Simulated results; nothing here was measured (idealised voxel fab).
process module | voxel ribs on slabs
cross-section cut | 215 nm wide | cells 5 nm
A cross-section is a grid of square cells, given in bands from the top down. A band is one or more rows of cells.
Each band's line starts with the height of the band's top and of its bottom, in nm. Then come its materials from left to right, each with its width in nm. One material with "throughout" fills the band from edge to edge. "air" is empty space.
Height 0 is the level under which the wafer as received is all one material. The lowest band goes on downwards, as in "0 down".
A width such as "30 to 40" changes by the same amount from each row of cells to the next, from the band's top row to its bottom row.
"no change" after a step means that no cell of the cross-section changed.
closed voids: empty space of 8 cells or more with no open way to the top, each as width x height at its distance from the left edge, in nm
after a step's settings: what the simulator itself notes on the step
overlay nm, on a step with a mask: how far to the right of its planned place the mask lay; to the left if negative
Each pair below shows a cross-section before one step and the cross-section after it, down to the lowest band that changed. The line under each pair gives the step between them, with its settings. The pairs can come from different runs of this module on the same starting wafer, so a pair continues from the pair above only where its "before" says so.
before
  0 down: Si throughout
  closed voids: none
after
  20 to 0: SiO2 throughout
  below 0: unchanged
  closed voids: none
the step between: op DIRECTIONAL_DEP | material SiO2 | thk nm 20
before: the cross-section after the pair above
after
  45 to 20: SiN throughout
  below 20: unchanged
  closed voids: none
the step between: op DIRECTIONAL_DEP | material SiN | thk nm 25
before: the cross-section after the pair above
after
  45 to 35: air 90 | SiN 30 | air 95
  below 35: unchanged
  closed voids: none
the step between: op MASKED_ETCH | tone cover | mask id RIB | width nm 30 | etch materials SiN | depth nm 10 | overlay nm 0
before: the cross-section after the pair above
after
  45 to 35: air 90 | SiN 30 | air 95
  35 to 20: air 70 | SiN 70 | air 75
  below 20: unchanged
  closed voids: none
the step between: op MASKED_ETCH | tone cover | mask id SLAB | width nm 70 | etch materials SiN | depth nm 15 | overlay nm 0
before: the cross-section after the pair above
after
  65 to 45: SiO2 throughout
  45 to 35: SiO2 90 | SiN 30 | SiO2 95
  35 to 20: SiO2 70 | SiN 70 | SiO2 75
  below 20: unchanged
  closed voids: none
the step between: op FILL_DEP | material SiO2 | thk nm 20
before: the cross-section after the pair above
after
  55 to 45: SiO2 throughout
  below 45: unchanged
  closed voids: none
the step between: op CMP | height nm 55
before: the cross-section after the pair above
after
  60 to 55: W throughout
  below 55: unchanged
  closed voids: none
the step between: op DIRECTIONAL_DEP | material W | thk nm 5
before: the cross-section after the pair above
after
  60 to 55: air 85 | W 40 | air 90
  below 55: unchanged
  closed voids: none
the step between: op MASKED_ETCH | tone cover | mask id HEATER | width nm 40 | etch materials W | depth nm 5 | overlay nm 0
before: the cross-section after the pair above
after
  65 to 60: air 80 | SiO2 50 | air 85
  60 to 55: SiO2 85 | W 40 | SiO2 90
  below 55: unchanged
  closed voids: none
the step between: op CONFORMAL_DEP | material SiO2 | thk nm 5
before
  45 to 20: SiN throughout
  20 to 0: SiO2 throughout
  0 down: Si throughout
  closed voids: none
after
  70 to 20: SiN throughout
  below 20: unchanged
  closed voids: none
the step between: op DIRECTIONAL_DEP | material SiN | thk nm 25
before: the cross-section after the pair above
after
  70 to 60: air 90 | SiN 30 | air 95
  below 60: unchanged
  closed voids: none
the step between: op MASKED_ETCH | tone cover | mask id RIB | width nm 30 | etch materials SiN | depth nm 10 | overlay nm 0
before: the cross-section after the pair above
after
  70 to 60: air 90 | SiN 30 | air 95
  60 to 45: air 70 | SiN 70 | air 75
  below 45: unchanged
  closed voids: none
the step between: op MASKED_ETCH | tone cover | mask id SLAB | width nm 70 | etch materials SiN | depth nm 15 | overlay nm 0
before: the cross-section after the pair above
after
  90 to 70: SiO2 throughout
  70 to 60: SiO2 90 | SiN 30 | SiO2 95
  60 to 45: SiO2 70 | SiN 70 | SiO2 75
  below 45: unchanged
  closed voids: none
the step between: op FILL_DEP | material SiO2 | thk nm 20
before: the cross-section after the pair above
after
  55 to 45: SiO2 70 | SiN 70 | SiO2 75
  below 45: unchanged
  closed voids: none
the step between: op CMP | height nm 55
before: the cross-section after the pair above
after
  60 to 55: W throughout
  below 55: unchanged
  closed voids: none
the step between: op DIRECTIONAL_DEP | material W | thk nm 5
before: the cross-section after the pair above
after
  60 to 55: air 85 | W 40 | air 90
  below 55: unchanged
  closed voids: none
the step between: op MASKED_ETCH | tone cover | mask id HEATER | width nm 40 | etch materials W | depth nm 5 | overlay nm 0
before: the cross-section after the pair above
after
  65 to 60: air 80 | SiO2 50 | air 85
  60 to 55: SiO2 85 | W 40 | SiO2 90
  below 55: unchanged
  closed voids: none
the step between: op CONFORMAL_DEP | material SiO2 | thk nm 5
before
  0 down: Si throughout
  closed voids: none
after
  25 to 0: SiN throughout
  below 0: unchanged
  closed voids: none
the step between: op DIRECTIONAL_DEP | material SiN | thk nm 25
before: the cross-section after the pair above
after
  45 to 25: SiO2 throughout
  below 25: unchanged
  closed voids: none
the step between: op DIRECTIONAL_DEP | material SiO2 | thk nm 20
before: the cross-section after the pair above
after
  65 to 25: SiO2 throughout
  below 25: unchanged
  closed voids: none
the step between: op FILL_DEP | material SiO2 | thk nm 20
before: the cross-section after the pair above
after
  55 to 25: SiO2 throughout
  below 25: unchanged
  closed voids: none
the step between: op CMP | height nm 55
before: the cross-section after the pair above
after
  60 to 55: W throughout
  below 55: unchanged
  closed voids: none
the step between: op DIRECTIONAL_DEP | material W | thk nm 5
before: the cross-section after the pair above
after
  60 to 55: air 85 | W 40 | air 90
  below 55: unchanged
  closed voids: none
the step between: op MASKED_ETCH | tone cover | mask id HEATER | width nm 40 | etch materials W | depth nm 5 | overlay nm 0
before: the cross-section after the pair above
after
  65 to 60: air 80 | SiO2 50 | air 85
  60 to 55: SiO2 85 | W 40 | SiO2 90
  below 55: unchanged
  closed voids: none
the step between: op CONFORMAL_DEP | material SiO2 | thk nm 5
before
  45 to 20: SiN throughout
  20 to 0: SiO2 throughout
  0 down: Si throughout
  closed voids: none
after
  45 to 30: air 90 | SiN 30 | air 95
  below 30: unchanged
  closed voids: none
the step between: op MASKED_ETCH | tone cover | mask id RIB | width nm 30 | etch materials SiN | depth nm 15 | overlay nm 0
before: the cross-section after the pair above
after
  45 to 30: air 90 | SiN 30 | air 95
  30 to 20: air 70 | SiN 70 | air 75
  below 20: unchanged
  closed voids: none
the step between: op MASKED_ETCH | tone cover | mask id SLAB | width nm 70 | etch materials SiN | depth nm 15 | overlay nm 0
before: the cross-section after the pair above
after
  65 to 45: SiO2 throughout
  45 to 30: SiO2 90 | SiN 30 | SiO2 95
  30 to 20: SiO2 70 | SiN 70 | SiO2 75
  below 20: unchanged
  closed voids: none
the step between: op FILL_DEP | material SiO2 | thk nm 20
before: the cross-section after the pair above
after
  55 to 45: SiO2 throughout
  below 45: unchanged
  closed voids: none
the step between: op CMP | height nm 55
before: the cross-section after the pair above
after
  60 to 55: W throughout
  below 55: unchanged
  closed voids: none
the step between: op DIRECTIONAL_DEP | material W | thk nm 5
before: the cross-section after the pair above
after
  60 to 55: air 85 | W 40 | air 90
  below 55: unchanged
  closed voids: none
the step between: op MASKED_ETCH | tone cover | mask id HEATER | width nm 40 | etch materials W | depth nm 5 | overlay nm 0
before: the cross-section after the pair above
after
  65 to 60: air 80 | SiO2 50 | air 85
  60 to 55: SiO2 85 | W 40 | SiO2 90
  below 55: unchanged
  closed voids: none
the step between: op CONFORMAL_DEP | material SiO2 | thk nm 5
before
  45 to 20: SiN throughout
  20 to 0: SiO2 throughout
  0 down: Si throughout
  closed voids: none
after
  45 to 35: air 90 | SiN 35 | air 90
  below 35: unchanged
  closed voids: none
the step between: op MASKED_ETCH | tone cover | mask id RIB | width nm 35 | etch materials SiN | depth nm 10 | overlay nm 0
before: the cross-section after the pair above
after
  45 to 35: air 90 | SiN 35 | air 90
  35 to 20: air 70 | SiN 70 | air 75
  below 20: unchanged
  closed voids: none
the step between: op MASKED_ETCH | tone cover | mask id SLAB | width nm 70 | etch materials SiN | depth nm 15 | overlay nm 0
before: the cross-section after the pair above
after
  65 to 45: SiO2 throughout
  45 to 35: SiO2 90 | SiN 35 | SiO2 90
  35 to 20: SiO2 70 | SiN 70 | SiO2 75
  below 20: unchanged
  closed voids: none
the step between: op FILL_DEP | material SiO2 | thk nm 20
before: the cross-section after the pair above
after
  55 to 45: SiO2 throughout
  below 45: unchanged
  closed voids: none
the step between: op CMP | height nm 55
before: the cross-section after the pair above
after
  60 to 55: W throughout
  below 55: unchanged
  closed voids: none
the step between: op DIRECTIONAL_DEP | material W | thk nm 5
before: the cross-section after the pair above
after
  60 to 55: air 85 | W 40 | air 90
  below 55: unchanged
  closed voids: none
the step between: op MASKED_ETCH | tone cover | mask id HEATER | width nm 40 | etch materials W | depth nm 5 | overlay nm 0
before: the cross-section after the pair above
after
  65 to 60: air 80 | SiO2 50 | air 85
  60 to 55: SiO2 85 | W 40 | SiO2 90
  below 55: unchanged
  closed voids: none
the step between: op CONFORMAL_DEP | material SiO2 | thk nm 5
before
  45 to 20: SiN throughout
  20 to 0: SiO2 throughout
  0 down: Si throughout
  closed voids: none
after
  45 to 35: air 95 | SiN 30 | air 90
  below 35: unchanged
  closed voids: none
the step between: op MASKED_ETCH | tone cover | mask id RIB | width nm 30 | etch materials SiN | depth nm 10 | overlay nm 5
before: the cross-section after the pair above
after
  45 to 35: air 95 | SiN 30 | air 90
  35 to 20: air 70 | SiN 70 | air 75
  below 20: unchanged
  closed voids: none
the step between: op MASKED_ETCH | tone cover | mask id SLAB | width nm 70 | etch materials SiN | depth nm 15 | overlay nm 0
before: the cross-section after the pair above
after
  65 to 45: SiO2 throughout
  45 to 35: SiO2 95 | SiN 30 | SiO2 90
  35 to 20: SiO2 70 | SiN 70 | SiO2 75
  below 20: unchanged
  closed voids: none
the step between: op FILL_DEP | material SiO2 | thk nm 20
before: the cross-section after the pair above
after
  55 to 45: SiO2 throughout
  below 45: unchanged
  closed voids: none
the step between: op CMP | height nm 55
before: the cross-section after the pair above
after
  60 to 55: W throughout
  below 55: unchanged
  closed voids: none
the step between: op DIRECTIONAL_DEP | material W | thk nm 5
before: the cross-section after the pair above
after
  60 to 55: air 85 | W 40 | air 90
  below 55: unchanged
  closed voids: none
the step between: op MASKED_ETCH | tone cover | mask id HEATER | width nm 40 | etch materials W | depth nm 5 | overlay nm 0
before: the cross-section after the pair above
after
  65 to 60: air 80 | SiO2 50 | air 85
  60 to 55: SiO2 85 | W 40 | SiO2 90
  below 55: unchanged
  closed voids: none
the step between: op CONFORMAL_DEP | material SiO2 | thk nm 5
before
  45 to 35: air 90 | SiN 30 | air 95
  35 to 20: air 70 | SiN 70 | air 75
  20 to 0: SiO2 throughout
  0 down: Si throughout
  closed voids: none
after
  65 to 20: SiN throughout
  below 20: unchanged
  closed voids: none
the step between: op FILL_DEP | material SiN | thk nm 20
before: the cross-section after the pair above
after
  55 to 20: SiN throughout
  below 20: unchanged
  closed voids: none
the step between: op CMP | height nm 55
before: the cross-section after the pair above
after
  60 to 55: W throughout
  below 55: unchanged
  closed voids: none
the step between: op DIRECTIONAL_DEP | material W | thk nm 5
before: the cross-section after the pair above
after
  60 to 55: air 85 | W 40 | air 90
  below 55: unchanged
  closed voids: none
the step between: op MASKED_ETCH | tone cover | mask id HEATER | width nm 40 | etch materials W | depth nm 5 | overlay nm 0
before: the cross-section after the pair above
after
  65 to 60: air 80 | SiO2 50 | air 85
  60 to 55: SiO2 85 | W 40 | SiO2 90
  below 55: unchanged
  closed voids: none
the step between: op CONFORMAL_DEP | material SiO2 | thk nm 5
before
  45 to 20: SiN throughout
  20 to 0: SiO2 throughout
  0 down: Si throughout
  closed voids: none
after
  45 to 35: SiN 90 | air 30 | SiN 95
  below 35: unchanged
  closed voids: none
the step between: op MASKED_ETCH | tone open | mask id RIB | width nm 30 | etch materials SiN | depth nm 10 | overlay nm 0
before: the cross-section after the pair above
after
  45 to 35: air 70 | SiN 20 | air 30 | SiN 20 | air 75
  35 to 30: air 70 | SiN 70 | air 75
  below 30: unchanged
  closed voids: none
the step between: op MASKED_ETCH | tone cover | mask id SLAB | width nm 70 | etch materials SiN | depth nm 15 | overlay nm 0
before: the cross-section after the pair above
after
  65 to 45: SiO2 throughout
  45 to 35: SiO2 70 | SiN 20 | SiO2 30 | SiN 20 | SiO2 75
  35 to 30: SiO2 70 | SiN 70 | SiO2 75
  below 30: unchanged
  closed voids: none
the step between: op FILL_DEP | material SiO2 | thk nm 20
before: the cross-section after the pair above
after
  55 to 45: SiO2 throughout
  below 45: unchanged
  closed voids: none
the step between: op CMP | height nm 55
before: the cross-section after the pair above
after
  60 to 55: W throughout
  below 55: unchanged
  closed voids: none
the step between: op DIRECTIONAL_DEP | material W | thk nm 5
before: the cross-section after the pair above
after
  60 to 55: air 85 | W 40 | air 90
  below 55: unchanged
  closed voids: none
the step between: op MASKED_ETCH | tone cover | mask id HEATER | width nm 40 | etch materials W | depth nm 5 | overlay nm 0
before: the cross-section after the pair above
after
  65 to 60: air 80 | SiO2 50 | air 85
  60 to 55: SiO2 85 | W 40 | SiO2 90
  below 55: unchanged
  closed voids: none
the step between: op CONFORMAL_DEP | material SiO2 | thk nm 5
